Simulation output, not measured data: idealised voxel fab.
Proc. module: voxel plated lines
The cross-section shown here is cut; it is 190 nm wide and divided into square cells measuring 5 nm on a side.
Just so we're on the same page, the cross-sections are grids of square cells, and they're listed out in bands top to bottom, each band one or more rows deep.
It is stipulated that each band's entry specify, in nanometres, the height of the top of the band and then that of its bottom, followed by the materials of the band in left-to-right sequence, each together with its width in nanometres. A single material marked by the word "everywhere" is understood to fill the band from edge to edge; the word "blank" is understood to denote empty space.
Measure heights from 0. That's the level where, below it, the as-received wafer is all one material. The lowest band is bottomless and extends downward; write it as in "z 0 and below".
The width entry "30 to 40" should be interpreted row by row: the top row of cells in the band takes the first number, the bottom row takes the second number, and the change between adjacent rows is uniform throughout.
What does "left unchanged" mean for a step? It means no cell of the cross-section changed in that step.
In "Voids, sealed" the enclosed voids are listed, meaning empty spaces of 8 cells or larger without any opening to the top. The form is width x height at distance, distance from the left edge, units nm.
Text after the settings on a step's line: the simulator's own remark on that step.
The setting "overlay nm" may be written on the line of a step. When the step uses a mask, the value reports how far to the right of the planned place the mask lay, and a negative value reports that it lay to the left.
### Listed below are the process steps as planned
step 1: op RECEIVE | material Si
step 2: op CONFORMAL_DEP | material Al2O3 | thk nm 5
step 3: op DIRECTIONAL_DEP | material TiN | thk nm 5
step 4: op PATTERN | tone open | mask id LINES | material resist | width nm 20 | pitch nm 35 | thk nm 15 | overlay nm 0
step 5: op EPI | material Ru | thk nm 5
step 6: op STRIP | etch materials resist
step 7: op DIRECTIONAL_ETCH | etch materials TiN | depth nm 5
step 8: op CONFORMAL_DEP | material SiN | thk nm 10
### This is the cross-section of the wafer as we received it, i.e. after step 1
- z 0 and below  Si everywhere
- Voids, sealed: none
### Same starting wafer, same plan as above, one mistake in the execution; this is the cross-section at the end of the module
- z 15 to 10  blank=30  Ru=20  blank=15  Ru=20  blank=15  Ru=20  blank=15  Ru=20  blank=35
- z 10 to 5  blank=30  TiN=20  blank=15  TiN=20  blank=15  TiN=20  blank=15  TiN=20  blank=35
- z 5 to 0  Al2O3 everywhere
- z 0 and below  Si everywhere
- Voids, sealed: none
Here's what went sideways: with respect to the plan, step 8 was omitted and not executed
